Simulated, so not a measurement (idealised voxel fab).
This is a process module. Its name is voxel wiring stack.
Section cut is 220 nm wide and gridded with 5 nm square cells.
In this document a cross-section is written as a grid of square cells. It is given as a series of bands, listed from the top down, and a band is one or more rows of cells.
This entry defines a band. It first specifies the height of the band's top and the height of its bottom in nm, and then specifies the band's materials from left to right, stating each material with its width in nm. The word "all across" identifies a single material that fills the band from edge to edge, while the word "empty" identifies empty space.
Heights are measured from 0, the level below which the as-received wafer is all one material; the lowest band has no bottom and continues downward, written as in "top 0, no bottom".
The width entry "30->40" should be interpreted row by row: the top row of cells in the band takes the first number, the bottom row takes the second number, and the change between adjacent rows is uniform throughout.
When a step is marked "nothing different", none of the cells in the cross-section changed during that step.
The entry "Voids, fully enclosed" lists the empty spaces that cover at least 8 cells and have no open path to the top. Each is written as width x height at distance, where the distance is measured from the left edge and all three values are in nm.
Anything after a step's settings on that line? It's the simulator's own note about the step.
"overlay nm" denotes, for a step that has a mask, the displacement of the mask to the right of its planned place, with negative values corresponding to the left.

-- List of planned process steps
1) op RECEIVE | material Si
2) op CONFORMAL_DEP | material SiO2 | thk nm 15
3) op CONFORMAL_DEP | material SiN | thk nm 5
4) op DIRECTIONAL_DEP | material SiO2 | thk nm 25
5) op PATTERN | tone open | mask id METAL_1 | material resist | width nm 25 | pitch nm 50 | thk nm 20 | overlay nm 0
6) op DIRECTIONAL_ETCH | etch materials SiO2 | depth nm 25
7) op DIRECTIONAL_ETCH | etch materials SiN | depth nm 5
8) op STRIP | etch materials resist
9) op CONFORMAL_DEP | material TiN | thk nm 5
10) op FILL_DEP | material W | thk nm 5
11) op CMP | height nm 45
12) op CONFORMAL_DEP | material SiCN | thk nm 5
13) op DIRECTIONAL_DEP | material SiO2 | thk nm 10
14) op PATTERN | tone open | mask id PLUG_1 | material resist | width nm 15 | pitch nm 50 | thk nm 20 | overlay nm 0
15) op DIRECTIONAL_ETCH | etch materials SiO2 | depth nm 10
16) op DIRECTIONAL_ETCH | etch materials SiCN | depth nm 5
17) op STRIP | etch materials resist
18) op EPI | material Ru | thk nm 10
19) op EPI | material Ru | thk nm 5
20) op DIRECTIONAL_DEP | material TiN | thk nm 5
21) op DIRECTIONAL_DEP | material Ru | thk nm 25
22) op PATTERN | tone cover | mask id METAL_2 | material resist | width nm 25 | pitch nm 50 | thk nm 15 | overlay nm 0
23) op DIRECTIONAL_ETCH | etch materials Ru | depth nm 25
24) op DIRECTIONAL_ETCH | etch materials TiN | depth nm 5
25) op STRIP | etch materials resist
26) op FILL_DEP | material SiO2 | thk nm 10
27) op CMP | height nm 90
28) op CONFORMAL_DEP | material SiN | thk nm 5

-- First of the two wafers, run per plan

-- Step 1 complete: cross-section of the wafer as received
top 0, no bottom: Si all across
Voids, fully enclosed: none

-- Sectional view: wafer, after step 2
top 15, bottom 0: SiO2 all across
Rest of section, below 0: as before.

-- Sectional view: wafer, after step 3
top 20, bottom 15: SiN all across
Rest of section, below 15: as before.

-- Sectional view: wafer, after step 4
top 45, bottom 20: SiO2 all across
Rest of section, below 20: as before.

-- Sectional view: wafer, after step 5
top 65, bottom 45: 70 nm resist | 25 nm empty | 25 nm resist | 25 nm empty | 75 nm resist
Rest of section, below 45: as before.

-- Sectional view: wafer, after step 6
top 65, bottom 45: 70 nm resist | 25 nm empty | 25 nm resist | 25 nm empty | 75 nm resist
top 45, bottom 20: 70 nm SiO2 | 25 nm empty | 25 nm SiO2 | 25 nm empty | 75 nm SiO2
Rest of section, below 20: as before.

-- Sectional view: wafer, after step 7
top 65, bottom 45: 70 nm resist | 25 nm empty | 25 nm resist | 25 nm empty | 75 nm resist
top 45, bottom 20: 70 nm SiO2 | 25 nm empty | 25 nm SiO2 | 25 nm empty | 75 nm SiO2
top 20, bottom 15: 70 nm SiN | 25 nm empty | 25 nm SiN | 25 nm empty | 75 nm SiN
Rest of section, below 15: as before.

-- Sectional view: wafer, after step 8
top 45, bottom 20: 70 nm SiO2 | 25 nm empty | 25 nm SiO2 | 25 nm empty | 75 nm SiO2
Rest of section, below 20: as before.

-- Sectional view: wafer, after step 9
top 50, bottom 45: 75 nm TiN | 15 nm empty | 35 nm TiN | 15 nm empty | 80 nm TiN
top 45, bottom 20: 70 nm SiO2 | 5 nm TiN | 15 nm empty | 5 nm TiN | 25 nm SiO2 | 5 nm TiN | 15 nm empty | 5 nm TiN | 75 nm SiO2
top 20, bottom 15: 70 nm SiN | 25 nm TiN | 25 nm SiN | 25 nm TiN | 75 nm SiN
Rest of section, below 15: as before.

-- Sectional view: wafer, after step 10
top 55, bottom 50: W all across
top 50, bottom 45: 75 nm TiN | 15 nm W | 35 nm TiN | 15 nm W | 80 nm TiN
top 45, bottom 20: 70 nm SiO2 | 5 nm TiN | 15 nm W | 5 nm TiN | 25 nm SiO2 | 5 nm TiN | 15 nm W | 5 nm TiN | 75 nm SiO2
Rest of section, below 20: as before.

-- Sectional view: wafer, after step 11
top 45, bottom 20: 70 nm SiO2 | 5 nm TiN | 15 nm W | 5 nm TiN | 25 nm SiO2 | 5 nm TiN | 15 nm W | 5 nm TiN | 75 nm SiO2
Rest of section, below 20: as before.

-- Sectional view: wafer, after step 12
top 50, bottom 45: SiCN all across
Rest of section, below 45: as before.

-- Sectional view: wafer, after step 13
top 60, bottom 50: SiO2 all across
Rest of section, below 50: as before.

-- Sectional view: wafer, after step 14
top 80, bottom 60: 70 nm resist | 15 nm empty | 35 nm resist | 15 nm empty | 85 nm resist
Rest of section, below 60: as before.

-- Sectional view: wafer, after step 15
top 80, bottom 60: 70 nm resist | 15 nm empty | 35 nm resist | 15 nm empty | 85 nm resist
top 60, bottom 50: 70 nm SiO2 | 15 nm empty | 35 nm SiO2 | 15 nm empty | 85 nm SiO2
Rest of section, below 50: as before.

-- Sectional view: wafer, after step 16
top 80, bottom 60: 70 nm resist | 15 nm empty | 35 nm resist | 15 nm empty | 85 nm resist
top 60, bottom 50: 70 nm SiO2 | 15 nm empty | 35 nm SiO2 | 15 nm empty | 85 nm SiO2
top 50, bottom 45: 70 nm SiCN | 15 nm empty | 35 nm SiCN | 15 nm empty | 85 nm SiCN
Rest of section, below 45: as before.

-- Sectional view: wafer, after step 17
top 60, bottom 50: 70 nm SiO2 | 15 nm empty | 35 nm SiO2 | 15 nm empty | 85 nm SiO2
Rest of section, below 50: as before.

-- Sectional view: wafer, after step 18
top 60, bottom 55: 70 nm SiO2 | 15 nm empty | 35 nm SiO2 | 15 nm empty | 85 nm SiO2
top 55, bottom 50: 70 nm SiO2 | 15 nm Ru | 35 nm SiO2 | 15 nm Ru | 85 nm SiO2
top 50, bottom 45: 70 nm SiCN | 15 nm Ru | 35 nm SiCN | 15 nm Ru | 85 nm SiCN
Rest of section, below 45: as before.

-- Sectional view: wafer, after step 19
top 60, bottom 50: 70 nm SiO2 | 15 nm Ru | 35 nm SiO2 | 15 nm Ru | 85 nm SiO2
Rest of section, below 50: as before.

-- Sectional view: wafer, after step 20
top 65, bottom 60: TiN all across
Rest of section, below 60: as before.

-- Sectional view: wafer, after step 21
top 90, bottom 65: Ru all across
Rest of section, below 65: as before.

-- Sectional view: wafer, after step 22
top 105, bottom 90: 70 nm empty | 25 nm resist | 25 nm empty | 25 nm resist | 75 nm empty
Rest of section, below 90: as before.

-- Sectional view: wafer, after step 23
top 105, bottom 90: 70 nm empty | 25 nm resist | 25 nm empty | 25 nm resist | 75 nm empty
top 90, bottom 65: 70 nm empty | 25 nm Ru | 25 nm empty | 25 nm Ru | 75 nm empty
Rest of section, below 65: as before.

-- Sectional view: wafer, after step 24
top 105, bottom 90: 70 nm empty | 25 nm resist | 25 nm empty | 25 nm resist | 75 nm empty
top 90, bottom 65: 70 nm empty | 25 nm Ru | 25 nm empty | 25 nm Ru | 75 nm empty
top 65, bottom 60: 70 nm empty | 25 nm TiN | 25 nm empty | 25 nm TiN | 75 nm empty
Rest of section, below 60: as before.

-- Sectional view: wafer, after step 25
top 90, bottom 65: 70 nm empty | 25 nm Ru | 25 nm empty | 25 nm Ru | 75 nm empty
Rest of section, below 65: as before.

-- Sectional view: wafer, after step 26
top 100, bottom 90: SiO2 all across
top 90, bottom 65: 70 nm SiO2 | 25 nm Ru | 25 nm SiO2 | 25 nm Ru | 75 nm SiO2
top 65, bottom 60: 70 nm SiO2 | 25 nm TiN | 25 nm SiO2 | 25 nm TiN | 75 nm SiO2
Rest of section, below 60: as before.

-- Sectional view: wafer, after step 27
top 90, bottom 65: 70 nm SiO2 | 25 nm Ru | 25 nm SiO2 | 25 nm Ru | 75 nm SiO2
Rest of section, below 65: as before.

-- Sectional view: wafer, after step 28
top 95, bottom 90: SiN all across
Rest of section, below 90: as before.

-- Second Wafer (Identical Start and Plan, One Processing Error; Matches First Wafer Through Step 20)

-- Second wafer, sectioned view, at step 21's planned end time
top 85, bottom 65: Ru all across
Rest of section, below 65: as before.

-- Second wafer, sectioned view, at step 22's planned end time
top 100, bottom 85: 70 nm empty | 25 nm resist | 25 nm empty | 25 nm resist | 75 nm empty
Rest of section, below 85: as before.

-- Second wafer, sectioned view, at step 23's planned end time
top 100, bottom 85: 70 nm empty | 25 nm resist | 25 nm empty | 25 nm resist | 75 nm empty
top 85, bottom 65: 70 nm empty | 25 nm Ru | 25 nm empty | 25 nm Ru | 75 nm empty
Rest of section, below 65: as before.

-- Second wafer, sectioned view, at step 24's planned end time
top 100, bottom 85: 70 nm empty | 25 nm resist | 25 nm empty | 25 nm resist | 75 nm empty
top 85, bottom 65: 70 nm empty | 25 nm Ru | 25 nm empty | 25 nm Ru | 75 nm empty
top 65, bottom 60: 70 nm empty | 25 nm TiN | 25 nm empty | 25 nm TiN | 75 nm empty
Rest of section, below 60: as before.

-- Second wafer, sectioned view, at step 25's planned end time
top 85, bottom 65: 70 nm empty | 25 nm Ru | 25 nm empty | 25 nm Ru | 75 nm empty
Rest of section, below 65: as before.

-- Second wafer, sectioned view, at step 26's planned end time
top 95, bottom 85: SiO2 all across
top 85, bottom 65: 70 nm SiO2 | 25 nm Ru | 25 nm SiO2 | 25 nm Ru | 75 nm SiO2
top 65, bottom 60: 70 nm SiO2 | 25 nm TiN | 25 nm SiO2 | 25 nm TiN | 75 nm SiO2
Rest of section, below 60: as before.

-- Second wafer, sectioned view, at step 27's planned end time
top 90, bottom 85: SiO2 all across
Rest of section, below 85: as before.

-- Second wafer, sectioned view, at step 28's planned end time
top 95, bottom 90: SiN all across
Rest of section, below 90: as before.
Want to know what went wrong? step 21 off recipe, ran as op DIRECTIONAL_DEP | material Ru | thk nm 20
Wrapping up, a cell-based count of both wafers puts the second over or under the first for these materials: 10 fewer of Ru, 10 more of SiO2
